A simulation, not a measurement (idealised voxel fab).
The following process module bears the name voxel plated lines.
FYI the section here is cut, 230 nm wide, cells are 5 nm squares.
Cross-section = grid of square cells, listed top down in bands; band = one or more rows. Basically the band line says how high the top is and how high the bottom is, in nm, and then what's in it from left to right, every material with its width in nm. Empty space shows up as "air", and if a single material carries "throughout" it runs the full band edge to edge. For the purposes of this specification, 0 denotes the height below which the wafer in its as-received condition is composed wholly of one material, and the lowermost band, lacking a lower limit, extends downward without end, as expressed in "0..down". Per-row width for "30..40": begins at first number (top row of band), ends at second number (bottom row), increment between rows held constant. The designation "nothing was modified", where it is given for a processing step, indicates that no cell of the cross-section was altered in the course of that step. Empty spaces without an open route to the top, at least 8 cells in extent, make up the entry "Cavities, closed"; each is given as width x height at distance, where the distance is measured from the left edge, and all are in nm. The remark found on a step's line after its settings is issued by the simulator itself and pertains to that step. The optional step-line setting "overlay nm" applies to steps with a mask and quantifies how far to the right of its planned location the mask lay, a negative value indicating leftward placement.

Process steps foreseen in the plan:
1 RECEIVE,material Si
2 CONFORMAL_DEP,material Al2O3,thk nm 5
3 DIRECTIONAL_DEP,material TiN,thk nm 5
4 PATTERN,tone open,mask id LINES,material resist,width nm 20,pitch nm 50,thk nm 25,overlay nm 0
5 EPI,material Ru,thk nm 5
6 EPI,material Ru,thk nm 10
7 STRIP,etch materials resist
8 DIRECTIONAL_ETCH,etch materials TiN,depth nm 5
9 CONFORMAL_DEP,material SiN,thk nm 5

The first wafer of two, processed as planned:

Wafer cross-section on receipt, i.e. after step 1:
    0..down | Si throughout
    Cavities, closed: none

Step 2 complete: cross-section through the wafer:
    5..0 | Al2O3 throughout
    Unchanged below 0.

Step 3 complete: cross-section through the wafer:
    10..5 | TiN throughout
    Unchanged below 5.

Step 4 complete: cross-section through the wafer:
    35..10 | resist: 55, air: 20, resist: 30, air: 20, resist: 30, air: 20, resist: 55
    Unchanged below 10.

Step 5 complete: cross-section through the wafer:
    35..15 | resist: 55, air: 20, resist: 30, air: 20, resist: 30, air: 20, resist: 55
    15..10 | resist: 55, Ru: 20, resist: 30, Ru: 20, resist: 30, Ru: 20, resist: 55
    Unchanged below 10.

Step 6 complete: cross-section through the wafer:
    35..25 | resist: 55, air: 20, resist: 30, air: 20, resist: 30, air: 20, resist: 55
    25..10 | resist: 55, Ru: 20, resist: 30, Ru: 20, resist: 30, Ru: 20, resist: 55
    Unchanged below 10.

Step 7 complete: cross-section through the wafer:
    25..10 | air: 55, Ru: 20, air: 30, Ru: 20, air: 30, Ru: 20, air: 55
    Unchanged below 10.

Step 8 complete: cross-section through the wafer:
    25..10 | air: 55, Ru: 20, air: 30, Ru: 20, air: 30, Ru: 20, air: 55
    10..5 | air: 55, TiN: 20, air: 30, TiN: 20, air: 30, TiN: 20, air: 55
    Unchanged below 5.

Step 9 complete: cross-section through the wafer:
    30..25 | air: 50, SiN: 30, air: 20, SiN: 30, air: 20, SiN: 30, air: 50
    25..10 | air: 50, SiN: 5, Ru: 20, SiN: 5, air: 20, SiN: 5, Ru: 20, SiN: 5, air: 20, SiN: 5, Ru: 20, SiN: 5, air: 50
    10..5 | SiN: 55, TiN: 20, SiN: 30, TiN: 20, SiN: 30, TiN: 20, SiN: 55
    Unchanged below 5.

Wafer two. Same start, same plan, one slip in execution. Same as wafer one through step 3, inclusive:

Cross-section of the second wafer at the time step 4 of the plan should have ended:
    35..10 | air: 55, resist: 20, air: 30, resist: 20, air: 30, resist: 20, air: 55
    Unchanged below 10.

Cross-section of the second wafer at the time step 5 of the plan should have ended:
    35..15 | air: 55, resist: 20, air: 30, resist: 20, air: 30, resist: 20, air: 55
    15..10 | Ru: 55, resist: 20, Ru: 30, resist: 20, Ru: 30, resist: 20, Ru: 55
    Unchanged below 10.

Cross-section of the second wafer at the time step 6 of the plan should have ended:
    35..25 | air: 55, resist: 20, air: 30, resist: 20, air: 30, resist: 20, air: 55
    25..10 | Ru: 55, resist: 20, Ru: 30, resist: 20, Ru: 30, resist: 20, Ru: 55
    Unchanged below 10.

Cross-section of the second wafer at the time step 7 of the plan should have ended:
    25..10 | Ru: 55, air: 20, Ru: 30, air: 20, Ru: 30, air: 20, Ru: 55
    Unchanged below 10.

Cross-section of the second wafer at the time step 8 of the plan should have ended:
    25..10 | Ru: 55, air: 20, Ru: 30, air: 20, Ru: 30, air: 20, Ru: 55
    10..5 | TiN: 55, air: 20, TiN: 30, air: 20, TiN: 30, air: 20, TiN: 55
    Unchanged below 5.

Cross-section of the second wafer at the time step 9 of the plan should have ended:
    30..25 | SiN: 60, air: 10, SiN: 40, air: 10, SiN: 40, air: 10, SiN: 60
    25..10 | Ru: 55, SiN: 5, air: 10, SiN: 5, Ru: 30, SiN: 5, air: 10, SiN: 5, Ru: 30, SiN: 5, air: 10, SiN: 5, Ru: 55
    10..5 | TiN: 55, SiN: 20, TiN: 30, SiN: 20, TiN: 30, SiN: 20, TiN: 55
    Unchanged below 5.
What was done differently from what was planned? step 4 went in with a setting other than planned; the actual run was PATTERN,tone cover,mask id LINES,material resist,width nm 20,pitch nm 50,thk nm 25,overlay nm 0
Counted in cells at the end, the second wafer holds more or fewer of these materials than the first: Ru +66 | TiN +22
